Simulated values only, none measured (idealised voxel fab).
The document below concerns the process module designated voxel gate over fins.
Pictured: cross-section cut, 265 nm wide, on a grid of 5 nm square cells.
Notation: cross-section as square-cell grid; stated in bands, top first, going down; one or more cell rows per band.
A band entry consists of two parts. The first gives the height of the band's top and the height of its bottom, in nm. The rest lists the band's materials from left to right, each with its width in nm. A single material labelled with the word "full width" fills the band from edge to edge, and the word "air" marks empty space.
Heights are reckoned from 0. Under this level, the received wafer is all of one material. The bottommost band is open-ended downward, for example "z 0 and below".
Quick explanation for "30->40": the width changes in equal steps down the rows of cells, from the first number in the band's top row to the second number in its bottom row.
What does "no alterations made" mean for a step? It means no cell of the cross-section changed in that step.
Any empty space of 8 cells or more lacking an open way to the top shows up in "Completely enclosed voids" as width x height at distance, distance from the left edge, in nm.
It should be noted that, on the line of a given step, the content following the step's settings is a remark produced by the simulator itself with respect to that step.
"overlay nm" answers the question of how far to the right of plan the mask lay on a step that has a mask, and when it is negative the answer is to the left.

The following list gives the planned process steps
1,RECEIVE,material Si
2,CONFORMAL_DEP,material SiN,thk nm 10
3,MASKED_ETCH,tone cover,mask id FINS,width nm 15,pitch nm 40,etch materials SiN,depth nm 10,overlay nm 0
4,MASKED_ETCH,tone cover,mask id FINS,width nm 15,pitch nm 40,etch materials Si,depth nm 35,overlay nm 0
5,FILL_DEP,material SiO2,thk nm 5
6,CMP,height nm 10
7,SELECTIVE_ETCH,etch materials SiO2,depth nm 20
8,STRIP,etch materials SiN
9,CONFORMAL_DEP,material HfO2,thk nm 5
10,CONFORMAL_DEP,material TiN,thk nm 5
11,FILL_DEP,material W,thk nm 10
12,CMP,height nm 15
13,CONFORMAL_DEP,material SiCN,thk nm 5

Step 1 complete: cross-section of the wafer as received
- z 0 and below: Si full width
- Completely enclosed voids: none

Final wafer profile in cross-section after the module, from the same start and plan as above, with one mistake made during processing
- z 20 to 15: SiCN full width
- z 15 to 5: W full width
- z 5 to 0: W=60 / TiN=25 / W=15 / TiN=25 / W=15 / TiN=25 / W=15 / TiN=25 / W=60
- z 0 to -5: W=60 / TiN=5 / Si=15 / TiN=5 / W=15 / TiN=5 / Si=15 / TiN=5 / W=15 / TiN=5 / Si=15 / TiN=5 / W=15 / TiN=5 / Si=15 / TiN=5 / W=60
- z -5 to -10: TiN=65 / Si=15 / TiN=25 / Si=15 / TiN=25 / Si=15 / TiN=25 / Si=15 / TiN=65
- z -10 to -35: SiO2=65 / Si=15 / SiO2=25 / Si=15 / SiO2=25 / Si=15 / SiO2=25 / Si=15 / SiO2=65
- z -35 and below: Si full width
- Completely enclosed voids: none
Want to know what went wrong? step 9 was left out
